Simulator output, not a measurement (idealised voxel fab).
Process module heading - voxel wiring stack
Displayed cross-section: cut, width of 280 nm, square cells sized 5 nm.
Cross-section layout: square cells on a grid; listed as bands, top to bottom; a band spans one or more cell rows.
Quick guide to a band line: top height, bottom height (nm) up front; then every material left to right with its width in nm. Only one material and it's marked "everywhere"? Then it fills the band edge to edge. And "blank" just means empty space.
Measure heights from 0. That's the level where, below it, the as-received wafer is all one material. The lowest band is bottomless and extends downward; write it as in "0 down".
You'd read "30..40" like this: the band's top row of cells is as wide as the first number, its bottom row is as wide as the second, and going down, every row changes width by the same amount as the row before did.
No cell of the cross-section changed in a step that is given as "everything unchanged".
"Closed void list" contains a list of empty spaces, each no smaller than 8 cells and without an open way to the top, written in the form width x height at distance with the distance from the left edge and all three in nm.
Step line, after settings: the simulator's comment on this step.
overlay nm: on a step with a mask, how far right of its planned place the mask lay; negative means left.
# Set out below are the planned steps of the process
1 RECEIVE,material Si
2 CONFORMAL_DEP,material SiO2,thk nm 15
3 DIRECTIONAL_DEP,material TiN,thk nm 5
4 DIRECTIONAL_DEP,material Ru,thk nm 25
5 MASKED_ETCH,tone cover,mask id METAL_1,width nm 20,pitch nm 50,etch materials Ru,depth nm 25,overlay nm 0
6 MASKED_ETCH,tone cover,mask id METAL_1,width nm 20,pitch nm 50,etch materials TiN,depth nm 5,overlay nm 0
7 CONFORMAL_DEP,material SiCN,thk nm 5
8 FILL_DEP,material SiO2,thk nm 5
9 CMP,height nm 45
10 CONFORMAL_DEP,material SiCN,thk nm 5
11 DIRECTIONAL_DEP,material lowk,thk nm 20
12 PATTERN,tone open,mask id PLUG_1,material resist,width nm 15,pitch nm 100,thk nm 15,overlay nm 0
13 DIRECTIONAL_ETCH,etch materials lowk,depth nm 20
14 DIRECTIONAL_ETCH,etch materials SiCN,depth nm 5
15 STRIP,etch materials resist
16 CONFORMAL_DEP,material TiN,thk nm 5
17 FILL_DEP,material W,thk nm 5
18 CMP,height nm 70
19 DIRECTIONAL_DEP,material TiN,thk nm 5
20 DIRECTIONAL_DEP,material Ru,thk nm 20
21 DIRECTIONAL_DEP,material aC,thk nm 10
22 PATTERN,tone cover,mask id METAL_2,material resist,width nm 20,pitch nm 50,thk nm 30,overlay nm 0
23 DIRECTIONAL_ETCH,etch materials aC,depth nm 10
24 STRIP,etch materials resist
25 DIRECTIONAL_ETCH,etch materials Ru,depth nm 20
26 DIRECTIONAL_ETCH,etch materials TiN,depth nm 5
27 STRIP,etch materials aC
28 CONFORMAL_DEP,material SiN,thk nm 5
29 FILL_DEP,material lowk,thk nm 5
30 CMP,height nm 95
31 CONFORMAL_DEP,material SiCN,thk nm 5
32 DIRECTIONAL_DEP,material lowk,thk nm 25
33 MASKED_ETCH,tone open,mask id METAL_3_HOLES,width nm 15,pitch nm 100,etch materials lowk,depth nm 25,overlay nm 0
34 PATTERN,tone open,mask id METAL_3,material resist,width nm 20,pitch nm 50,thk nm 20,overlay nm 0
35 DIRECTIONAL_ETCH,etch materials lowk,depth nm 15
36 DIRECTIONAL_ETCH,etch materials SiCN,depth nm 5
37 STRIP,etch materials resist
38 CONFORMAL_DEP,material TiN,thk nm 5
39 FILL_DEP,material Cu,thk nm 5
40 CMP,height nm 125
41 CONFORMAL_DEP,material SiN,thk nm 5
# as received, after step 1
* 0 down  Si everywhere
* Closed void list: none
# Wafer cross-section at end of module: start and plan as shown above, one execution error
* 130 to 125  SiN everywhere
* 125 to 115  Cu: 90 / TiN: 5 / lowk: 5 / TiN: 5 / Cu: 20 / TiN: 5 / lowk: 20 / TiN: 5 / Cu: 35 / TiN: 5 / lowk: 5 / TiN: 5 / Cu: 75
* 115 to 110  TiN: 85 / Cu: 5 / TiN: 5 / lowk: 5 / TiN: 30 / lowk: 20 / TiN: 35 / Cu: 5 / TiN: 5 / lowk: 5 / TiN: 80
* 110 to 105  lowk: 80 / TiN: 5 / Cu: 5 / TiN: 5 / lowk: 85 / TiN: 5 / Cu: 5 / TiN: 5 / lowk: 85
* 105 to 100  lowk: 80 / TiN: 15 / lowk: 85 / TiN: 15 / lowk: 85
* 100 to 95  SiCN everywhere
* 95 to 75  lowk: 75 / SiN: 5 / Ru: 20 / SiN: 5 / lowk: 20 / SiN: 5 / Ru: 20 / SiN: 5 / lowk: 20 / SiN: 5 / Ru: 20 / SiN: 5 / lowk: 75
* 75 to 70  SiN: 80 / TiN: 20 / SiN: 30 / TiN: 20 / SiN: 30 / TiN: 20 / SiN: 80
* 70 to 50  lowk: 80 / TiN: 5 / W: 5 / TiN: 5 / lowk: 85 / TiN: 5 / W: 5 / TiN: 5 / lowk: 85
* 50 to 45  SiCN: 80 / TiN: 15 / SiCN: 85 / TiN: 15 / SiCN: 85
* 45 to 20  SiO2: 75 / SiCN: 5 / Ru: 20 / SiCN: 5 / SiO2: 20 / SiCN: 5 / Ru: 20 / SiCN: 5 / SiO2: 20 / SiCN: 5 / Ru: 20 / SiCN: 5 / SiO2: 75
* 20 to 15  SiCN: 80 / TiN: 20 / SiCN: 30 / TiN: 20 / SiCN: 30 / TiN: 20 / SiCN: 80
* 15 to 0  SiO2 everywhere
* 0 down  Si everywhere
* Closed void list: none
Which mistake was made when the wafer was run? step 34 deviated from plan and actually ran as PATTERN,tone cover,mask id METAL_3,material resist,width nm 20,pitch nm 50,thk nm 20,overlay nm 0
